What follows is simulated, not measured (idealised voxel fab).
process module | voxel trench capacitor
In the cross-section labelled cut, the width is 245 nm and each square cell is 5 nm.
Cross-section spec: square-cell grid; bands listed top down; each band is one or more rows.
Band entry format. Leading values: height of top, height of bottom, nm. Remainder: materials in left-to-right order, each with its width in nm. Special words: "edge to edge" on a single material, which then fills the band edge to edge; "air", empty space.
Height is counted from the level 0, under which the received wafer is composed throughout of one material. The lowest of the bands is not closed at the bottom but continues downward, in the notation "0..down".
Note: "30 to 40" means the width goes from the first number (top row of the band) to the second number (bottom row) in equal steps per row of cells.
The cross-section has no changed cell in any step marked "changes: none".
Any empty space of 8 cells or more lacking an open way to the top shows up in "Listed closed voids" as width x height at distance, distance from the left edge, in nm.
Where a step's line continues beyond its settings, the continuation is a remark by the simulator itself on that step.
"overlay nm" answers the question of how far to the right of plan the mask lay on a step that has a mask, and when it is negative the answer is to the left.

Process steps (planned)
1,RECEIVE | material Si
2,CONFORMAL_DEP | material SiN | thk nm 5
3,DIRECTIONAL_DEP | material aC | thk nm 10
4,PATTERN | tone open | mask id TRENCH | material resist | width nm 25 | pitch nm 40 | thk nm 25 | overlay nm 0
5,DIRECTIONAL_ETCH | etch materials aC | depth nm 10
6,STRIP | etch materials resist
7,DIRECTIONAL_ETCH | etch materials SiN | depth nm 5
8,DIRECTIONAL_ETCH | etch materials Si | depth nm 30
9,STRIP | etch materials aC
10,CONFORMAL_DEP | material HfO2 | thk nm 5
11,CONFORMAL_DEP | material TiN | thk nm 5
12,FILL_DEP | material W | thk nm 5
13,CMP | height nm 5

Account of the first of two wafers, which was processed as intended

Cross-section of the wafer as it came to us, i.e., already through step 1
  0..down  Si edge to edge
  Listed closed voids: none

After step 2, in cross-section
  5..0  SiN edge to edge
  Anything lower than 0 is untouched.

After step 3, in cross-section
  15..5  aC edge to edge
  Anything lower than 5 is untouched.

After step 4, in cross-section
  40..15  resist: 70, then air: 25, then resist: 15, then air: 25, then resist: 15, then air: 25, then resist: 70
  Anything lower than 15 is untouched.

After step 5, in cross-section
  30..15  resist: 70, then air: 25, then resist: 15, then air: 25, then resist: 15, then air: 25, then resist: 70
  15..5  aC: 70, then air: 25, then aC: 15, then air: 25, then aC: 15, then air: 25, then aC: 70
  Anything lower than 5 is untouched.

After step 6, in cross-section
  15..5  aC: 70, then air: 25, then aC: 15, then air: 25, then aC: 15, then air: 25, then aC: 70
  Anything lower than 5 is untouched.

After step 7, in cross-section
  15..5  aC: 70, then air: 25, then aC: 15, then air: 25, then aC: 15, then air: 25, then aC: 70
  5..0  SiN: 70, then air: 25, then SiN: 15, then air: 25, then SiN: 15, then air: 25, then SiN: 70
  Anything lower than 0 is untouched.

After step 8, in cross-section
  15..5  aC: 70, then air: 25, then aC: 15, then air: 25, then aC: 15, then air: 25, then aC: 70
  5..0  SiN: 70, then air: 25, then SiN: 15, then air: 25, then SiN: 15, then air: 25, then SiN: 70
  0..-30  Si: 70, then air: 25, then Si: 15, then air: 25, then Si: 15, then air: 25, then Si: 70
  Anything lower than -30 is untouched.

After step 9, in cross-section
  5..0  SiN: 70, then air: 25, then SiN: 15, then air: 25, then SiN: 15, then air: 25, then SiN: 70
  Anything lower than 0 is untouched.

After step 10, in cross-section
  10..5  HfO2: 75, then air: 15, then HfO2: 25, then air: 15, then HfO2: 25, then air: 15, then HfO2: 75
  5..0  SiN: 70, then HfO2: 5, then air: 15, then HfO2: 5, then SiN: 15, then HfO2: 5, then air: 15, then HfO2: 5, then SiN: 15, then HfO2: 5, then air: 15, then HfO2: 5, then SiN: 70
  0..-25  Si: 70, then HfO2: 5, then air: 15, then HfO2: 5, then Si: 15, then HfO2: 5, then air: 15, then HfO2: 5, then Si: 15, then HfO2: 5, then air: 15, then HfO2: 5, then Si: 70
  -25..-30  Si: 70, then HfO2: 25, then Si: 15, then HfO2: 25, then Si: 15, then HfO2: 25, then Si: 70
  Anything lower than -30 is untouched.

After step 11, in cross-section
  15..10  TiN: 80, then air: 5, then TiN: 35, then air: 5, then TiN: 35, then air: 5, then TiN: 80
  10..5  HfO2: 75, then TiN: 5, then air: 5, then TiN: 5, then HfO2: 25, then TiN: 5, then air: 5, then TiN: 5, then HfO2: 25, then TiN: 5, then air: 5, then TiN: 5, then HfO2: 75
  5..0  SiN: 70, then HfO2: 5, then TiN: 5, then air: 5, then TiN: 5, then HfO2: 5, then SiN: 15, then HfO2: 5, then TiN: 5, then air: 5, then TiN: 5, then HfO2: 5, then SiN: 15, then HfO2: 5, then TiN: 5, then air: 5, then TiN: 5, then HfO2: 5, then SiN: 70
  0..-20  Si: 70, then HfO2: 5, then TiN: 5, then air: 5, then TiN: 5, then HfO2: 5, then Si: 15, then HfO2: 5, then TiN: 5, then air: 5, then TiN: 5, then HfO2: 5, then Si: 15, then HfO2: 5, then TiN: 5, then air: 5, then TiN: 5, then HfO2: 5, then Si: 70
  -20..-25  Si: 70, then HfO2: 5, then TiN: 15, then HfO2: 5, then Si: 15, then HfO2: 5, then TiN: 15, then HfO2: 5, then Si: 15, then HfO2: 5, then TiN: 15, then HfO2: 5, then Si: 70
  Anything lower than -25 is untouched.

After step 12, in cross-section
  20..15  W edge to edge
  15..10  TiN: 80, then W: 5, then TiN: 35, then W: 5, then TiN: 35, then W: 5, then TiN: 80
  10..5  HfO2: 75, then TiN: 5, then W: 5, then TiN: 5, then HfO2: 25, then TiN: 5, then W: 5, then TiN: 5, then HfO2: 25, then TiN: 5, then W: 5, then TiN: 5, then HfO2: 75
  5..0  SiN: 70, then HfO2: 5, then TiN: 5, then W: 5, then TiN: 5, then HfO2: 5, then SiN: 15, then HfO2: 5, then TiN: 5, then W: 5, then TiN: 5, then HfO2: 5, then SiN: 15, then HfO2: 5, then TiN: 5, then W: 5, then TiN: 5, then HfO2: 5, then SiN: 70
  0..-20  Si: 70, then HfO2: 5, then TiN: 5, then W: 5, then TiN: 5, then HfO2: 5, then Si: 15, then HfO2: 5, then TiN: 5, then W: 5, then TiN: 5, then HfO2: 5, then Si: 15, then HfO2: 5, then TiN: 5, then W: 5, then TiN: 5, then HfO2: 5, then Si: 70
  Anything lower than -20 is untouched.

After step 13, in cross-section
  5..0  SiN: 70, then HfO2: 5, then TiN: 5, then W: 5, then TiN: 5, then HfO2: 5, then SiN: 15, then HfO2: 5, then TiN: 5, then W: 5, then TiN: 5, then HfO2: 5, then SiN: 15, then HfO2: 5, then TiN: 5, then W: 5, then TiN: 5, then HfO2: 5, then SiN: 70
  Anything lower than 0 is untouched.

It is to be noted that the second wafer proceeded from the same initial state and according to the same plan as the first, although one mistake was committed in its execution; through step 12, inclusive, the two wafers share an identical history

Second wafer: cross-section at the scheduled end of step 13
  0..-20  Si: 70, then HfO2: 5, then TiN: 5, then W: 5, then TiN: 5, then HfO2: 5, then Si: 15, then HfO2: 5, then TiN: 5, then W: 5, then TiN: 5, then HfO2: 5, then Si: 15, then HfO2: 5, then TiN: 5, then W: 5, then TiN: 5, then HfO2: 5, then Si: 70
  Anything lower than -20 is untouched.
Deviation noted in wafer processing: step 13 ran as: CMP | height nm 0
The final cell counts differ between the wafers, with the second having more or fewer of some materials than the first: -6 HfO2, -34 SiN, -6 TiN, -3 W
